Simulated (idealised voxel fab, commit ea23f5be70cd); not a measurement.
process module | voxel air gaps
cross-section cut | 175 nm wide | cells 5 nm
A cross-section is a grid of square cells, given in bands from the top down. A band is one or more rows of cells.
Each band's line starts with the height of the band's top and of its bottom, in nm. Then come its materials from left to right, each with its width in nm. One material with "throughout" fills the band from edge to edge. "air" is empty space.
Height 0 is the level under which the wafer as received is all one material. The lowest band goes on downwards, as in "0 down".
A width such as "30 to 40" changes by the same amount from each row of cells to the next, from the band's top row to its bottom row.
"no change" after a step means that no cell of the cross-section changed.
closed voids: empty space of 8 cells or more with no open way to the top, each as width x height at its distance from the left edge, in nm
after a step's settings: what the simulator itself notes on the step
overlay nm, on a step with a mask: how far to the right of its planned place the mask lay; to the left if negative
plan
1 op RECEIVE | material Si
2 op CONFORMAL_DEP | material SiO2 | thk nm 15
3 op CONFORMAL_DEP | material SiN | thk nm 5
4 op DIRECTIONAL_DEP | material SiO2 | thk nm 30
5 op MASKED_ETCH | tone open | mask id LINES | width nm 15 | pitch nm 40 | etch materials SiO2 | depth nm 30 | overlay nm 0
6 op CONFORMAL_DEP | material TiN | thk nm 5
7 op FILL_DEP | material W | thk nm 10
8 op CMP | height nm 50
9 op EPI | material Ru | thk nm 10
10 op SELECTIVE_ETCH | etch materials SiO2 | depth nm 40
11 op CONFORMAL_DEP | material SiN | thk nm 5
as received, after step 1
  0 down: Si throughout
  closed voids: none
first wafer at the end, as planned
  65 to 60: air 5 | SiN 165 | air 5
  60 to 50: air 5 | SiN 5 | Ru 35 | SiN 5 | Ru 35 | SiN 5 | Ru 35 | SiN 5 | Ru 35 | SiN 5 | air 5
  50 to 45: air 5 | SiN 15 | TiN 5 | W 5 | TiN 5 | SiN 25 | TiN 5 | W 5 | TiN 5 | SiN 25 | TiN 5 | W 5 | TiN 5 | SiN 25 | TiN 5 | W 5 | TiN 5 | SiN 15 | air 5
  45 to 25: air 15 | SiN 5 | TiN 5 | W 5 | TiN 5 | SiN 5 | air 15 | SiN 5 | TiN 5 | W 5 | TiN 5 | SiN 5 | air 15 | SiN 5 | TiN 5 | W 5 | TiN 5 | SiN 5 | air 15 | SiN 5 | TiN 5 | W 5 | TiN 5 | SiN 5 | air 15
  25 to 20: SiN 20 | TiN 15 | SiN 25 | TiN 15 | SiN 25 | TiN 15 | SiN 25 | TiN 15 | SiN 20
  20 to 15: SiN throughout
  15 to 0: SiO2 throughout
  0 down: Si throughout
  closed voids: 15 x 20 at 40; 15 x 20 at 80; 15 x 20 at 120
second wafer at the end: like start, like plan, one mistake
  65 to 60: air 10 | SiN 165
  60 to 50: air 10 | SiN 5 | Ru 35 | SiN 5 | Ru 35 | SiN 5 | Ru 35 | SiN 5 | Ru 35 | SiN 5
  50 to 45: air 10 | SiN 15 | TiN 5 | W 5 | TiN 5 | SiN 25 | TiN 5 | W 5 | TiN 5 | SiN 25 | TiN 5 | W 5 | TiN 5 | SiN 25 | TiN 5 | W 5 | TiN 5 | SiN 15
  45 to 25: air 20 | SiN 5 | TiN 5 | W 5 | TiN 5 | SiN 5 | air 15 | SiN 5 | TiN 5 | W 5 | TiN 5 | SiN 5 | air 15 | SiN 5 | TiN 5 | W 5 | TiN 5 | SiN 5 | air 15 | SiN 5 | TiN 5 | W 5 | TiN 5 | SiN 5 | air 10
  25 to 20: SiN 25 | TiN 15 | SiN 25 | TiN 15 | SiN 25 | TiN 15 | SiN 25 | TiN 15 | SiN 15
  20 to 15: SiN throughout
  15 to 0: SiO2 throughout
  0 down: Si throughout
  closed voids: 15 x 20 at 45; 15 x 20 at 85; 15 x 20 at 125; 10 x 20 at 165
what went wrong: step 5 ran as: op MASKED_ETCH | tone open | mask id LINES | width nm 15 | pitch nm 40 | etch materials SiO2 | depth nm 30 | overlay nm 5
at the end the second wafer has, in cells: as many of each material as the first, in other places
closed voids at the end (first wafer, second wafer): 3, 4
